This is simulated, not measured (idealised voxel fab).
process module | voxel self aligned vias
cross-section cut | 200 nm wide | cells 5 nm
A cross-section is a grid of square cells, given in bands from the top down. A band is one or more rows of cells.
Each band's line starts with the height of the band's top and of its bottom, in nm. Then come its materials from left to right, each with its width in nm. One material with "throughout" fills the band from edge to edge. "air" is empty space.
Height 0 is the level under which the wafer as received is all one material. The lowest band goes on downwards, as in "0 down".
A width such as "30 to 40" changes by the same amount from each row of cells to the next, from the band's top row to its bottom row.
"no change" after a step means that no cell of the cross-section changed.
closed voids: empty space of 8 cells or more with no open way to the top, each as width x height at its distance from the left edge, in nm
after a step's settings: what the simulator itself notes on the step
overlay nm, on a step with a mask: how far to the right of its planned place the mask lay; to the left if negative
plan
1 op RECEIVE | material Si
2 op CONFORMAL_DEP | material SiO2 | thk nm 15
3 op CONFORMAL_DEP | material SiCN | thk nm 5
4 op DIRECTIONAL_DEP | material SiO2 | thk nm 20
5 op DIRECTIONAL_DEP | material aC | thk nm 10
6 op PATTERN | tone open | mask id LINES | material resist | width nm 20 | pitch nm 65 | thk nm 25 | overlay nm 0
7 op DIRECTIONAL_ETCH | etch materials aC | depth nm 10
8 op STRIP | etch materials resist
9 op DIRECTIONAL_ETCH | etch materials SiO2 | depth nm 20
10 op STRIP | etch materials aC
11 op CONFORMAL_DEP | material TiN | thk nm 5
12 op FILL_DEP | material Ru | thk nm 5
13 op CMP | height nm 40
14 op SELECTIVE_ETCH | etch materials W Ru TiN | depth nm 10
15 op FILL_DEP | material SiN | thk nm 5
16 op CMP | height nm 40
17 op DIRECTIONAL_DEP | material SiO2 | thk nm 20
18 op PATTERN | tone open | mask id VIAS | material resist | width nm 40 | pitch nm 65 | thk nm 20 | overlay nm 0
19 op DIRECTIONAL_ETCH | etch materials SiO2 | depth nm 20
20 op DIRECTIONAL_ETCH | etch materials SiN | depth nm 10
21 op STRIP | etch materials resist
22 op CONFORMAL_DEP | material TiN | thk nm 5
23 op FILL_DEP | material W | thk nm 10
24 op CMP | height nm 60
25 op CONFORMAL_DEP | material SiN | thk nm 5
first wafer, as planned
as received, after step 1
  0 down: Si throughout
  closed voids: none
after step 2
  15 to 0: SiO2 throughout
  below 0: unchanged
after step 3
  20 to 15: SiCN throughout
  below 15: unchanged
after step 4
  40 to 20: SiO2 throughout
  below 20: unchanged
after step 5
  50 to 40: aC throughout
  below 40: unchanged
after step 6
  75 to 50: resist 55 | air 20 | resist 45 | air 20 | resist 60
  below 50: unchanged
after step 7
  65 to 50: resist 55 | air 20 | resist 45 | air 20 | resist 60
  50 to 40: aC 55 | air 20 | aC 45 | air 20 | aC 60
  below 40: unchanged
after step 8
  50 to 40: aC 55 | air 20 | aC 45 | air 20 | aC 60
  below 40: unchanged
after step 9
  50 to 40: aC 55 | air 20 | aC 45 | air 20 | aC 60
  40 to 20: SiO2 55 | air 20 | SiO2 45 | air 20 | SiO2 60
  below 20: unchanged
after step 10
  40 to 20: SiO2 55 | air 20 | SiO2 45 | air 20 | SiO2 60
  below 20: unchanged
after step 11
  45 to 40: TiN 60 | air 10 | TiN 55 | air 10 | TiN 65
  40 to 25: SiO2 55 | TiN 5 | air 10 | TiN 5 | SiO2 45 | TiN 5 | air 10 | TiN 5 | SiO2 60
  25 to 20: SiO2 55 | TiN 20 | SiO2 45 | TiN 20 | SiO2 60
  below 20: unchanged
after step 12
  50 to 45: Ru throughout
  45 to 40: TiN 60 | Ru 10 | TiN 55 | Ru 10 | TiN 65
  40 to 25: SiO2 55 | TiN 5 | Ru 10 | TiN 5 | SiO2 45 | TiN 5 | Ru 10 | TiN 5 | SiO2 60
  below 25: unchanged
after step 13
  40 to 25: SiO2 55 | TiN 5 | Ru 10 | TiN 5 | SiO2 45 | TiN 5 | Ru 10 | TiN 5 | SiO2 60
  below 25: unchanged
after step 14
  40 to 30: SiO2 55 | air 20 | SiO2 45 | air 20 | SiO2 60
  below 30: unchanged
after step 15
  45 to 40: SiN throughout
  40 to 30: SiO2 55 | SiN 20 | SiO2 45 | SiN 20 | SiO2 60
  below 30: unchanged
after step 16
  40 to 30: SiO2 55 | SiN 20 | SiO2 45 | SiN 20 | SiO2 60
  below 30: unchanged
after step 17
  60 to 40: SiO2 throughout
  below 40: unchanged
after step 18
  80 to 60: resist 45 | air 40 | resist 25 | air 40 | resist 50
  below 60: unchanged
after step 19
  80 to 60: resist 45 | air 40 | resist 25 | air 40 | resist 50
  60 to 40: SiO2 45 | air 40 | SiO2 25 | air 40 | SiO2 50
  below 40: unchanged
after step 20
  80 to 60: resist 45 | air 40 | resist 25 | air 40 | resist 50
  60 to 40: SiO2 45 | air 40 | SiO2 25 | air 40 | SiO2 50
  40 to 30: SiO2 55 | air 20 | SiO2 45 | air 20 | SiO2 60
  below 30: unchanged
after step 21
  60 to 40: SiO2 45 | air 40 | SiO2 25 | air 40 | SiO2 50
  below 40: unchanged
after step 22
  65 to 60: TiN 50 | air 30 | TiN 35 | air 30 | TiN 55
  60 to 45: SiO2 45 | TiN 5 | air 30 | TiN 5 | SiO2 25 | TiN 5 | air 30 | TiN 5 | SiO2 50
  45 to 35: SiO2 45 to 55 | TiN 15 to 5 | air 10 | TiN 15 to 5 | SiO2 25 to 45 | TiN 15 to 5 | air 10 | TiN 15 to 5 | SiO2 50 to 60
  35 to 30: SiO2 55 | TiN 20 | SiO2 45 | TiN 20 | SiO2 60
  below 30: unchanged
after step 23
  75 to 65: W throughout
  65 to 60: TiN 50 | W 30 | TiN 35 | W 30 | TiN 55
  60 to 45: SiO2 45 | TiN 5 | W 30 | TiN 5 | SiO2 25 | TiN 5 | W 30 | TiN 5 | SiO2 50
  45 to 35: SiO2 45 to 55 | TiN 15 to 5 | W 10 | TiN 15 to 5 | SiO2 25 to 45 | TiN 15 to 5 | W 10 | TiN 15 to 5 | SiO2 50 to 60
  below 35: unchanged
after step 24
  60 to 45: SiO2 45 | TiN 5 | W 30 | TiN 5 | SiO2 25 | TiN 5 | W 30 | TiN 5 | SiO2 50
  below 45: unchanged
after step 25
  65 to 60: SiN throughout
  below 60: unchanged
second wafer: like start, like plan, one mistake. Through step 1 it matches the first wafer
when step 2 should have ended
  5 to 0: SiCN throughout
  below 0: unchanged
when step 3 should have ended
  20 to 5: SiO2 throughout
  below 5: unchanged
when step 4 should have ended
  40 to 5: SiO2 throughout
  below 5: unchanged
when step 5 should have ended
  50 to 40: aC throughout
  below 40: unchanged
when step 6 should have ended
  75 to 50: resist 55 | air 20 | resist 45 | air 20 | resist 60
  below 50: unchanged
when step 7 should have ended
  65 to 50: resist 55 | air 20 | resist 45 | air 20 | resist 60
  50 to 40: aC 55 | air 20 | aC 45 | air 20 | aC 60
  below 40: unchanged
when step 8 should have ended
  50 to 40: aC 55 | air 20 | aC 45 | air 20 | aC 60
  below 40: unchanged
when step 9 should have ended
  50 to 40: aC 55 | air 20 | aC 45 | air 20 | aC 60
  40 to 20: SiO2 55 | air 20 | SiO2 45 | air 20 | SiO2 60
  below 20: unchanged
when step 10 should have ended
  40 to 20: SiO2 55 | air 20 | SiO2 45 | air 20 | SiO2 60
  below 20: unchanged
when step 11 should have ended
  45 to 40: TiN 60 | air 10 | TiN 55 | air 10 | TiN 65
  40 to 25: SiO2 55 | TiN 5 | air 10 | TiN 5 | SiO2 45 | TiN 5 | air 10 | TiN 5 | SiO2 60
  25 to 20: SiO2 55 | TiN 20 | SiO2 45 | TiN 20 | SiO2 60
  below 20: unchanged
when step 12 should have ended
  50 to 45: Ru throughout
  45 to 40: TiN 60 | Ru 10 | TiN 55 | Ru 10 | TiN 65
  40 to 25: SiO2 55 | TiN 5 | Ru 10 | TiN 5 | SiO2 45 | TiN 5 | Ru 10 | TiN 5 | SiO2 60
  below 25: unchanged
when step 13 should have ended
  40 to 25: SiO2 55 | TiN 5 | Ru 10 | TiN 5 | SiO2 45 | TiN 5 | Ru 10 | TiN 5 | SiO2 60
  below 25: unchanged
when step 14 should have ended
  40 to 30: SiO2 55 | air 20 | SiO2 45 | air 20 | SiO2 60
  below 30: unchanged
when step 15 should have ended
  45 to 40: SiN throughout
  40 to 30: SiO2 55 | SiN 20 | SiO2 45 | SiN 20 | SiO2 60
  below 30: unchanged
when step 16 should have ended
  40 to 30: SiO2 55 | SiN 20 | SiO2 45 | SiN 20 | SiO2 60
  below 30: unchanged
when step 17 should have ended
  60 to 40: SiO2 throughout
  below 40: unchanged
when step 18 should have ended
  80 to 60: resist 45 | air 40 | resist 25 | air 40 | resist 50
  below 60: unchanged
when step 19 should have ended
  80 to 60: resist 45 | air 40 | resist 25 | air 40 | resist 50
  60 to 40: SiO2 45 | air 40 | SiO2 25 | air 40 | SiO2 50
  below 40: unchanged
when step 20 should have ended
  80 to 60: resist 45 | air 40 | resist 25 | air 40 | resist 50
  60 to 40: SiO2 45 | air 40 | SiO2 25 | air 40 | SiO2 50
  40 to 30: SiO2 55 | air 20 | SiO2 45 | air 20 | SiO2 60
  below 30: unchanged
when step 21 should have ended
  60 to 40: SiO2 45 | air 40 | SiO2 25 | air 40 | SiO2 50
  below 40: unchanged
when step 22 should have ended
  65 to 60: TiN 50 | air 30 | TiN 35 | air 30 | TiN 55
  60 to 45: SiO2 45 | TiN 5 | air 30 | TiN 5 | SiO2 25 | TiN 5 | air 30 | TiN 5 | SiO2 50
  45 to 35: SiO2 45 to 55 | TiN 15 to 5 | air 10 | TiN 15 to 5 | SiO2 25 to 45 | TiN 15 to 5 | air 10 | TiN 15 to 5 | SiO2 50 to 60
  35 to 30: SiO2 55 | TiN 20 | SiO2 45 | TiN 20 | SiO2 60
  below 30: unchanged
when step 23 should have ended
  75 to 65: W throughout
  65 to 60: TiN 50 | W 30 | TiN 35 | W 30 | TiN 55
  60 to 45: SiO2 45 | TiN 5 | W 30 | TiN 5 | SiO2 25 | TiN 5 | W 30 | TiN 5 | SiO2 50
  45 to 35: SiO2 45 to 55 | TiN 15 to 5 | W 10 | TiN 15 to 5 | SiO2 25 to 45 | TiN 15 to 5 | W 10 | TiN 15 to 5 | SiO2 50 to 60
  below 35: unchanged
when step 24 should have ended
  60 to 45: SiO2 45 | TiN 5 | W 30 | TiN 5 | SiO2 25 | TiN 5 | W 30 | TiN 5 | SiO2 50
  below 45: unchanged
when step 25 should have ended
  65 to 60: SiN throughout
  below 60: unchanged
what went wrong: steps 2 and 3 were swapped
at the end the second wafer has, in cells: as many of each material as the first, in other places
